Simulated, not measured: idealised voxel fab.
The following process module bears the name voxel fin reveal.
Displayed cross-section: cut, width of 300 nm, square cells sized 5 nm.
This document writes a cross-section as a grid whose cells are square, and gives it as bands, listed from the top down; one or more rows of cells form a band. For a band, the entry starts with two heights in nm, that of the top and then that of the bottom, and carries on with the band's materials in order from left to right, each alongside its width in nm; the word "edge to edge" beside a single material means it fills the band edge to edge, and "air" means empty space. Heights are expressed relative to 0, this being the level below which the as-received wafer comprises one material exclusively. The lowest band is unbounded in the downward direction and is denoted as in "z 0 and below". Width spec "30->40" -> top row of cells at first value, bottom row at second value, equal per-row change in between. You'll sometimes find "remained the same" written for a step, and that's the way of saying that nowhere in the cross-section did a cell change during that step. In "Catalogued sealed voids" the enclosed voids are listed, meaning empty spaces of 8 cells or larger without any opening to the top. The form is width x height at distance, distance from the left edge, units nm. Note: text after step settings on the step line = simulator remark on that step. overlay nm: mask right of planned place by this much (step with mask). Neg. = left.
### Listed below are the process steps as planned
- 1: op RECEIVE | material Si
- 2: op CONFORMAL_DEP | material SiN | thk nm 10
- 3: op MASKED_ETCH | tone cover | mask id FINS | width nm 15 | pitch nm 35 | etch materials SiN | depth nm 10 | overlay nm 0
- 4: op MASKED_ETCH | tone cover | mask id FINS | width nm 15 | pitch nm 35 | etch materials Si | depth nm 30 | overlay nm -15
- 5: op OXIDIZE | depth nm 5
- 6: op FILL_DEP | material SiO2 | thk nm 10
- 7: op CMP | height nm 10
- 8: op SELECTIVE_ETCH | etch materials SiO2 | depth nm 25
- 9: op STRIP | etch materials SiN
The value of overlay nm given for step 4 in the plan refers to the first wafer; the wafers vary in this setting and are alike at the start.
### Cross-sectional view of the first of several wafers in the as-received condition, corresponding to the state following step 1
* z 0 and below: Si edge to edge
* Catalogued sealed voids: none
### The cross-section of the first of several wafers is given below for the end of the module, after its final step, step 9
* z 0 to -5: air 95; Si 5; air 30; Si 5; air 30; Si 5; air 30; Si 5; air 95
* z -5 to -15: air 80; Si 20; air 15; Si 20; air 15; Si 20; air 15; Si 20; air 95
* z -15 to -35: SiO2 80; Si 20; SiO2 15; Si 20; SiO2 15; Si 20; SiO2 15; Si 20; SiO2 95
* z -35 and below: Si edge to edge
* Catalogued sealed voids: none
### Here we cross-sectioned the last of the wafers once the module was done
* z 0 to -5: air 95; Si 5; air 30; Si 5; air 30; Si 5; air 30; Si 5; air 95
* z -5 to -15: air 95; Si 20; air 15; Si 20; air 15; Si 20; air 15; Si 20; air 80
* z -15 to -35: SiO2 95; Si 20; SiO2 15; Si 20; SiO2 15; Si 20; SiO2 15; Si 20; SiO2 80
* z -35 and below: Si edge to edge
* Catalogued sealed voids: none
### Per-wafer rows below. For each material: cells gained (+) or lost (-) since the wafer was received, as of end of module. Then: closed voids
overlay nm -15 | -320 Si | +176 SiO2 | Catalogued sealed voids: none
overlay nm -10 | -344 Si | +192 SiO2 | Catalogued sealed voids: none
overlay nm -5 | -368 Si | +208 SiO2 | Catalogued sealed voids: none
overlay nm 0 | -392 Si | +224 SiO2 | Catalogued sealed voids: none
overlay nm 5 | -368 Si | +208 SiO2 | Catalogued sealed voids: none
overlay nm 10 | -344 Si | +192 SiO2 | Catalogued sealed voids: none
overlay nm 15 | -320 Si | +176 SiO2 | Catalogued sealed voids: none
